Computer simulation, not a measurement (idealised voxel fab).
Process module name: voxel capacitor over wiring
Section shown: cut. Width: 165 nm. Cell size: 5 nm, square.
Heads up, the way a cross-section reads in here is a grid of square cells, handed over as bands from the top down, with every band being one or more rows of cells.
Heights first: top, then bottom, in nm. Then materials, left to right, each with a width in nm. "edge to edge" on a single material: fills the band edge to edge. "blank": empty space.
For the purposes of this specification, 0 denotes the height below which the wafer in its as-received condition is composed wholly of one material, and the lowermost band, lacking a lower limit, extends downward without end, as expressed in "from 0 down".
The two numbers in a width such as "30..40" mark its ends across the band: the first belongs to the top row of cells, the second to the bottom row, and from each row to the next the width moves by the same amount.
"no alteration" after a step means that no cell of the cross-section changed.
Closed empty spaces (no open way to the top) of 8 cells or more are what "Voids, sealed" lists, each as width x height at distance from the left edge, nm for all three.
What comes after the settings on a step's line is commentary from the simulator itself on that step.
On any step carrying a mask, the "overlay nm" setting, if present on the step's line, tells how far right of its planned place the mask lay; negative values point to the left.
List of planned process steps
| 1 | RECEIVE, material Si |
| 2 | CONFORMAL_DEP, material SiO2, thk nm 15 |
| 3 | CONFORMAL_DEP, material SiN, thk nm 5 |
| 4 | DIRECTIONAL_DEP, material SiO2, thk nm 25 |
| 5 | PATTERN, tone open, mask id METAL_1, material resist, width nm 20, pitch nm 75, thk nm 20, overlay nm 0 |
| 6 | DIRECTIONAL_ETCH, etch materials SiO2, depth nm 25 |
| 7 | DIRECTIONAL_ETCH, etch materials SiN, depth nm 5 |
| 8 | STRIP, etch materials resist |
| 9 | CONFORMAL_DEP, material TiN, thk nm 5 |
| 10 | FILL_DEP, material Ru, thk nm 5 |
| 11 | CMP, height nm 45 |
| 12 | EPI, material Ru, thk nm 5 |
| 13 | FILL_DEP, material SiCN, thk nm 5 |
| 14 | DIRECTIONAL_DEP, material SiO2, thk nm 20 |
| 15 | MASKED_ETCH, tone open, mask id PLUG_1, width nm 15, etch materials SiO2, depth nm 20, overlay nm 0 |
| 16 | MASKED_ETCH, tone open, mask id PLUG_1, width nm 15, etch materials SiCN, depth nm 5, overlay nm 0 |
| 17 | EPI, material Ru, thk nm 10 |
| 18 | EPI, material Ru, thk nm 10 |
| 19 | EPI, material Ru, thk nm 5 |
| 20 | DIRECTIONAL_DEP, material TiN, thk nm 5 |
| 21 | DIRECTIONAL_DEP, material SiN, thk nm 5 |
| 22 | DIRECTIONAL_DEP, material TiN, thk nm 5 |
| 23 | DIRECTIONAL_DEP, material aC, thk nm 15 |
| 24 | PATTERN, tone cover, mask id UPPER_PLATE, material resist, width nm 60, thk nm 30, overlay nm 0 |
| 25 | DIRECTIONAL_ETCH, etch materials aC, depth nm 15 |
| 26 | STRIP, etch materials resist |
| 27 | DIRECTIONAL_ETCH, etch materials TiN, depth nm 5 |
| 28 | DIRECTIONAL_ETCH, etch materials SiN, depth nm 5 |
| 29 | STRIP, etch materials aC |
| 30 | MASKED_ETCH, tone cover, mask id LOWER_PLATE, width nm 70, etch materials TiN, depth nm 5, overlay nm 0 |
| 31 | FILL_DEP, material SiO2, thk nm 20 |
| 32 | CMP, height nm 95 |
| 33 | DIRECTIONAL_DEP, material aC, thk nm 15 |
| 34 | PATTERN, tone open, mask id PLUG_2, material resist, width nm 15, thk nm 35, overlay nm 0 |
| 35 | DIRECTIONAL_ETCH, etch materials aC, depth nm 15 |
| 36 | STRIP, etch materials resist |
| 37 | DIRECTIONAL_ETCH, etch materials SiO2, depth nm 15 |
| 38 | STRIP, etch materials aC |
| 39 | CONFORMAL_DEP, material TiN, thk nm 5 |
| 40 | FILL_DEP, material Ru, thk nm 5 |
| 41 | CMP, height nm 105 |
| 42 | CONFORMAL_DEP, material SiN, thk nm 5 |
All wafers enter the flow in the same state. The height nm at step 32 differs from wafer to wafer, and the plan gives the value for the first wafer.
So this is the first of several wafers, cross-sectioned as it came to us, meaning it's at the end of step 1
  from 0 down  Si edge to edge
  Voids, sealed: none
Cross-sectional representation of the first of several wafers at the end of the module, i.e. after its terminal step, step 42
  from 110 to 105  SiN edge to edge
  from 105 to 100  Ru edge to edge
  from 100 to 95  TiN 55 nm | Ru 5 nm | TiN 105 nm
  from 95 to 85  SiO2 50..40 nm | TiN 15..60 nm | SiO2 100..65 nm
  from 85 to 80  SiO2 40 nm | SiN 60 nm | SiO2 65 nm
  from 80 to 75  SiO2 35 nm | TiN 70 nm | SiO2 60 nm
  from 75 to 55  SiO2 40 nm | Ru 15 nm | SiO2 110 nm
  from 55 to 50  SiCN 40 nm | Ru 15 nm | SiCN 110 nm
  from 50 to 45  SiCN 30 nm | Ru 30 nm | SiCN 45 nm | Ru 30 nm | SiCN 30 nm
  from 45 to 20  SiO2 35 nm | TiN 5 nm | Ru 10 nm | TiN 5 nm | SiO2 55 nm | TiN 5 nm | Ru 10 nm | TiN 5 nm | SiO2 35 nm
  from 20 to 15  SiN 35 nm | TiN 20 nm | SiN 55 nm | TiN 20 nm | SiN 35 nm
  from 15 to 0  SiO2 edge to edge
  from 0 down  Si edge to edge
  Voids, sealed: none
Cross-section of the last wafer at end of module
  from 110 to 105  SiN edge to edge
  from 105 to 100  SiO2 50 nm | TiN 5 nm | Ru 5 nm | TiN 5 nm | SiO2 100 nm
  from 100 to 95  SiO2 50 nm | TiN 15 nm | SiO2 100 nm
  from 95 to 90  SiO2 edge to edge
  from 90 to 85  SiO2 40 nm | TiN 60 nm | SiO2 65 nm
  from 85 to 80  SiO2 40 nm | SiN 60 nm | SiO2 65 nm
  from 80 to 75  SiO2 35 nm | TiN 70 nm | SiO2 60 nm
  from 75 to 55  SiO2 40 nm | Ru 15 nm | SiO2 110 nm
  from 55 to 50  SiCN 40 nm | Ru 15 nm | SiCN 110 nm
  from 50 to 45  SiCN 30 nm | Ru 30 nm | SiCN 45 nm | Ru 30 nm | SiCN 30 nm
  from 45 to 20  SiO2 35 nm | TiN 5 nm | Ru 10 nm | TiN 5 nm | SiO2 55 nm | TiN 5 nm | Ru 10 nm | TiN 5 nm | SiO2 35 nm
  from 20 to 15  SiN 35 nm | TiN 20 nm | SiN 55 nm | TiN 20 nm | SiN 35 nm
  from 15 to 0  SiO2 edge to edge
  from 0 down  Si edge to edge
  Voids, sealed: none
Row per wafer, end-of-module: cell gain (+)/loss (-) by material since the wafer came in, then closed voids
height nm 95; +81 Ru; +51 SiCN; +70 SiN; +435 SiO2; +89 TiN; Voids, sealed: none
height nm 100; +49 Ru; +51 SiCN; +70 SiN; +465 SiO2; +91 TiN; Voids, sealed: none
height nm 105; +49 Ru; +51 SiCN; +70 SiN; +495 SiO2; +61 TiN; Voids, sealed: none
height nm 110; +48 Ru; +51 SiCN; +70 SiN; +498 SiO2; +59 TiN; Voids, sealed: none
